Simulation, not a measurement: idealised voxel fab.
Herein follows the process module entitled voxel capacitor over wiring.
Section shown: cut. Width: 275 nm. Cell size: 5 nm, square.
Cross-section, as written here: a square-cell grid given band by band from the top down, where a band holds one or more rows of cells. Band: top height; bottom height; in nm. Then, left to right: material with width in nm, for each material. "throughout": a single material spanning edge to edge. "blank": empty space. We count height from 0. Below that, the starting wafer is all one material. The lowest band never ends at the bottom but goes on down; see "top 0, no bottom" for how that is written. You'd read "30->40" like this: the band's top row of cells is as wide as the first number, its bottom row is as wide as the second, and going down, every row changes width by the same amount as the row before did. Any step labelled "all unchanged" changed none of the cells in the cross-section. "Encapsulated voids" enumerates empty spaces isolated from the top, with no open way to it, that contain at least 8 cells, giving each as width x height at distance from the left edge, all three in nm. Heads up: the bit after the settings on a step's line is the simulator's remark on that step. overlay nm: step with mask; distance mask lay right of planned place; negative value = left of planned place.
### Set out below are the planned steps of the process
1,RECEIVE, material Si
2,CONFORMAL_DEP, material SiO2, thk nm 15
3,DIRECTIONAL_DEP, material TiN, thk nm 5
4,DIRECTIONAL_DEP, material W, thk nm 20
5,MASKED_ETCH, tone cover, mask id METAL_1, width nm 30, pitch nm 90, etch materials W, depth nm 20, overlay nm 0
6,MASKED_ETCH, tone cover, mask id METAL_1, width nm 30, pitch nm 90, etch materials TiN, depth nm 5, overlay nm 0
7,CONFORMAL_DEP, material SiN, thk nm 5
8,FILL_DEP, material lowk, thk nm 10
9,CMP, height nm 40
10,CONFORMAL_DEP, material SiCN, thk nm 5
11,DIRECTIONAL_DEP, material lowk, thk nm 15
12,MASKED_ETCH, tone open, mask id PLUG_1, width nm 15, etch materials lowk, depth nm 15, overlay nm 0
13,MASKED_ETCH, tone open, mask id PLUG_1, width nm 15, etch materials SiCN, depth nm 5, overlay nm 0
14,EPI, material Ru, thk nm 10
15,EPI, material Ru, thk nm 10
16,DIRECTIONAL_DEP, material TiN, thk nm 10
17,DIRECTIONAL_DEP, material HfO2, thk nm 5
18,DIRECTIONAL_DEP, material TiN, thk nm 10
19,MASKED_ETCH, tone cover, mask id UPPER_PLATE, width nm 65, etch materials TiN, depth nm 10, overlay nm 0
20,MASKED_ETCH, tone cover, mask id UPPER_PLATE, width nm 65, etch materials HfO2, depth nm 5, overlay nm 0
21,PATTERN, tone cover, mask id LOWER_PLATE, material resist, width nm 75, thk nm 20, overlay nm 0
22,DIRECTIONAL_ETCH, etch materials TiN, depth nm 10
23,STRIP, etch materials resist
24,FILL_DEP, material SiO2, thk nm 15
25,CMP, height nm 95
26,DIRECTIONAL_DEP, material aC, thk nm 10
27,PATTERN, tone open, mask id PLUG_2, material resist, width nm 15, thk nm 30, overlay nm 0
28,DIRECTIONAL_ETCH, etch materials aC, depth nm 10
29,STRIP, etch materials resist
30,DIRECTIONAL_ETCH, etch materials SiO2, depth nm 10
31,STRIP, etch materials aC
32,CONFORMAL_DEP, material TiN, thk nm 5
33,FILL_DEP, material Ru, thk nm 5
34,CMP, height nm 95
35,CONFORMAL_DEP, material SiN, thk nm 5
### Wafer, first of two, run as planned
### Delivered wafer in cross-section: state after step 1
  top 0, no bottom  Si throughout
  Encapsulated voids: none
### Wafer after step 2 (cross-section)
  top 15, bottom 0  SiO2 throughout
  Below a height of 0, the structure has not been altered.
### Wafer after step 3 (cross-section)
  top 20, bottom 15  TiN throughout
  Below a height of 15, the structure has not been altered.
### Wafer after step 4 (cross-section)
  top 40, bottom 20  W throughout
  Below a height of 20, the structure has not been altered.
### Wafer after step 5 (cross-section)
  top 40, bottom 20  75 nm blank, 30 nm W, 60 nm blank, 30 nm W, 80 nm blank
  Below a height of 20, the structure has not been altered.
### Wafer after step 6 (cross-section)
  top 40, bottom 20  75 nm blank, 30 nm W, 60 nm blank, 30 nm W, 80 nm blank
  top 20, bottom 15  75 nm blank, 30 nm TiN, 60 nm blank, 30 nm TiN, 80 nm blank
  Below a height of 15, the structure has not been altered.
### Wafer after step 7 (cross-section)
  top 45, bottom 40  70 nm blank, 40 nm SiN, 50 nm blank, 40 nm SiN, 75 nm blank
  top 40, bottom 20  70 nm blank, 5 nm SiN, 30 nm W, 5 nm SiN, 50 nm blank, 5 nm SiN, 30 nm W, 5 nm SiN, 75 nm blank
  top 20, bottom 15  75 nm SiN, 30 nm TiN, 60 nm SiN, 30 nm TiN, 80 nm SiN
  Below a height of 15, the structure has not been altered.
### Wafer after step 8 (cross-section)
  top 55, bottom 45  lowk throughout
  top 45, bottom 40  70 nm lowk, 40 nm SiN, 50 nm lowk, 40 nm SiN, 75 nm lowk
  top 40, bottom 20  70 nm lowk, 5 nm SiN, 30 nm W, 5 nm SiN, 50 nm lowk, 5 nm SiN, 30 nm W, 5 nm SiN, 75 nm lowk
  Below a height of 20, the structure has not been altered.
### Wafer after step 9 (cross-section)
  top 40, bottom 20  70 nm lowk, 5 nm SiN, 30 nm W, 5 nm SiN, 50 nm lowk, 5 nm SiN, 30 nm W, 5 nm SiN, 75 nm lowk
  Below a height of 20, the structure has not been altered.
### Wafer after step 10 (cross-section)
  top 45, bottom 40  SiCN throughout
  Below a height of 40, the structure has not been altered.
### Wafer after step 11 (cross-section)
  top 60, bottom 45  lowk throughout
  Below a height of 45, the structure has not been altered.
### Wafer after step 12 (cross-section)
  top 60, bottom 45  90 nm lowk, 15 nm blank, 170 nm lowk
  Below a height of 45, the structure has not been altered.
### Wafer after step 13 (cross-section)
  top 60, bottom 45  90 nm lowk, 15 nm blank, 170 nm lowk
  top 45, bottom 40  90 nm SiCN, 15 nm blank, 170 nm SiCN
  Below a height of 40, the structure has not been altered.
### Wafer after step 14 (cross-section)
  top 60, bottom 50  90 nm lowk, 15 nm blank, 170 nm lowk
  top 50, bottom 45  90 nm lowk, 15 nm Ru, 170 nm lowk
  top 45, bottom 40  90 nm SiCN, 15 nm Ru, 170 nm SiCN
  Below a height of 40, the structure has not been altered.
### Wafer after step 15 (cross-section)
  top 60, bottom 45  90 nm lowk, 15 nm Ru, 170 nm lowk
  Below a height of 45, the structure has not been altered.
### Wafer after step 16 (cross-section)
  top 70, bottom 60  TiN throughout
  Below a height of 60, the structure has not been altered.
### Wafer after step 17 (cross-section)
  top 75, bottom 70  HfO2 throughout
  Below a height of 70, the structure has not been altered.
### Wafer after step 18 (cross-section)
  top 85, bottom 75  TiN throughout
  Below a height of 75, the structure has not been altered.
### Wafer after step 19 (cross-section)
  top 85, bottom 75  90 nm blank, 65 nm TiN, 120 nm blank
  Below a height of 75, the structure has not been altered.
### Wafer after step 20 (cross-section)
  top 85, bottom 75  90 nm blank, 65 nm TiN, 120 nm blank
  top 75, bottom 70  90 nm blank, 65 nm HfO2, 120 nm blank
  Below a height of 70, the structure has not been altered.
### Wafer after step 21 (cross-section)
  top 105, bottom 85  85 nm blank, 75 nm resist, 115 nm blank
  top 85, bottom 75  85 nm blank, 5 nm resist, 65 nm TiN, 5 nm resist, 115 nm blank
  top 75, bottom 70  85 nm blank, 5 nm resist, 65 nm HfO2, 5 nm resist, 115 nm blank
  Below a height of 70, the structure has not been altered.
### Wafer after step 22 (cross-section)
  top 105, bottom 85  85 nm blank, 75 nm resist, 115 nm blank
  top 85, bottom 75  85 nm blank, 5 nm resist, 65 nm TiN, 5 nm resist, 115 nm blank
  top 75, bottom 70  85 nm blank, 5 nm resist, 65 nm HfO2, 5 nm resist, 115 nm blank
  top 70, bottom 60  85 nm blank, 75 nm TiN, 115 nm blank
  Below a height of 60, the structure has not been altered.
### Wafer after step 23 (cross-section)
  top 85, bottom 75  90 nm blank, 65 nm TiN, 120 nm blank
  top 75, bottom 70  90 nm blank, 65 nm HfO2, 120 nm blank
  Below a height of 70, the structure has not been altered.
### Wafer after step 24 (cross-section)
  top 100, bottom 85  SiO2 throughout
  top 85, bottom 75  90 nm SiO2, 65 nm TiN, 120 nm SiO2
  top 75, bottom 70  90 nm SiO2, 65 nm HfO2, 120 nm SiO2
  top 70, bottom 60  85 nm SiO2, 75 nm TiN, 115 nm SiO2
  Below a height of 60, the structure has not been altered.
### Wafer after step 25 (cross-section)
  top 95, bottom 85  SiO2 throughout
  Below a height of 85, the structure has not been altered.
### Wafer after step 26 (cross-section)
  top 105, bottom 95  aC throughout
  Below a height of 95, the structure has not been altered.
### Wafer after step 27 (cross-section)
  top 135, bottom 105  100 nm resist, 15 nm blank, 160 nm resist
  Below a height of 105, the structure has not been altered.
### Wafer after step 28 (cross-section)
  top 125, bottom 105  100 nm resist, 15 nm blank, 160 nm resist
  top 105, bottom 95  100 nm aC, 15 nm blank, 160 nm aC
  Below a height of 95, the structure has not been altered.
### Wafer after step 29 (cross-section)
  top 105, bottom 95  100 nm aC, 15 nm blank, 160 nm aC
  Below a height of 95, the structure has not been altered.
### Wafer after step 30 (cross-section)
  top 105, bottom 95  100 nm aC, 15 nm blank, 160 nm aC
  top 95, bottom 85  100 nm SiO2, 15 nm blank, 160 nm SiO2
  Below a height of 85, the structure has not been altered.
### Wafer after step 31 (cross-section)
  top 95, bottom 85  100 nm SiO2, 15 nm blank, 160 nm SiO2
  Below a height of 85, the structure has not been altered.
### Wafer after step 32 (cross-section)
  top 100, bottom 95  105 nm TiN, 5 nm blank, 165 nm TiN
  top 95, bottom 90  100 nm SiO2, 5 nm TiN, 5 nm blank, 5 nm TiN, 160 nm SiO2
  top 90, bottom 85  100 nm SiO2, 15 nm TiN, 160 nm SiO2
  Below a height of 85, the structure has not been altered.
### Wafer after step 33 (cross-section)
  top 105, bottom 100  Ru throughout
  top 100, bottom 95  105 nm TiN, 5 nm Ru, 165 nm TiN
  top 95, bottom 90  100 nm SiO2, 5 nm TiN, 5 nm Ru, 5 nm TiN, 160 nm SiO2
  Below a height of 90, the structure has not been altered.
### Wafer after step 34 (cross-section)
  top 95, bottom 90  100 nm SiO2, 5 nm TiN, 5 nm Ru, 5 nm TiN, 160 nm SiO2
  Below a height of 90, the structure has not been altered.
### Wafer after step 35 (cross-section)
  top 100, bottom 95  SiN throughout
  Below a height of 95, the structure has not been altered.
### The second wafer was prepared from the same starting point and under the same plan as the first; its processing contained one mistake, and it remains indistinguishable from the first wafer up to and including step 26
### The second wafer in cross-section, at the planned close of step 27
  top 135, bottom 105  100 nm blank, 15 nm resist, 160 nm blank
  Below a height of 105, the structure has not been altered.
### The second wafer in cross-section, at the planned close of step 28
  top 125, bottom 105  100 nm blank, 15 nm resist, 160 nm blank
  top 105, bottom 95  100 nm blank, 15 nm aC, 160 nm blank
  Below a height of 95, the structure has not been altered.
### The second wafer in cross-section, at the planned close of step 29
  top 105, bottom 95  100 nm blank, 15 nm aC, 160 nm blank
  Below a height of 95, the structure has not been altered.
### The second wafer in cross-section, at the planned close of step 30
  top 105, bottom 95  100 nm blank, 15 nm aC, 160 nm blank
  top 95, bottom 85  100 nm blank, 15 nm SiO2, 160 nm blank
  Below a height of 85, the structure has not been altered.
### The second wafer in cross-section, at the planned close of step 31
  top 95, bottom 85  100 nm blank, 15 nm SiO2, 160 nm blank
  Below a height of 85, the structure has not been altered.
### The second wafer in cross-section, at the planned close of step 32
  top 100, bottom 95  95 nm blank, 25 nm TiN, 155 nm blank
  top 95, bottom 90  95 nm blank, 5 nm TiN, 15 nm SiO2, 5 nm TiN, 155 nm blank
  top 90, bottom 85  100 nm TiN, 15 nm SiO2, 160 nm TiN
  Below a height of 85, the structure has not been altered.
### The second wafer in cross-section, at the planned close of step 33
  top 105, bottom 100  Ru throughout
  top 100, bottom 95  95 nm Ru, 25 nm TiN, 155 nm Ru
  top 95, bottom 90  95 nm Ru, 5 nm TiN, 15 nm SiO2, 5 nm TiN, 155 nm Ru
  Below a height of 90, the structure has not been altered.
### The second wafer in cross-section, at the planned close of step 34
  top 95, bottom 90  95 nm Ru, 5 nm TiN, 15 nm SiO2, 5 nm TiN, 155 nm Ru
  Below a height of 90, the structure has not been altered.
### The second wafer in cross-section, at the planned close of step 35
  top 100, bottom 95  SiN throughout
  Below a height of 95, the structure has not been altered.
What was the processing mistake? contrary to plan, step 27 was performed as PATTERN, tone cover, mask id PLUG_2, material resist, width nm 15, thk nm 30, overlay nm 0
At the finish, the second wafer shows more or fewer cells for some materials than the first does: 49 more of Ru | 98 fewer of SiO2 | 49 more of TiN
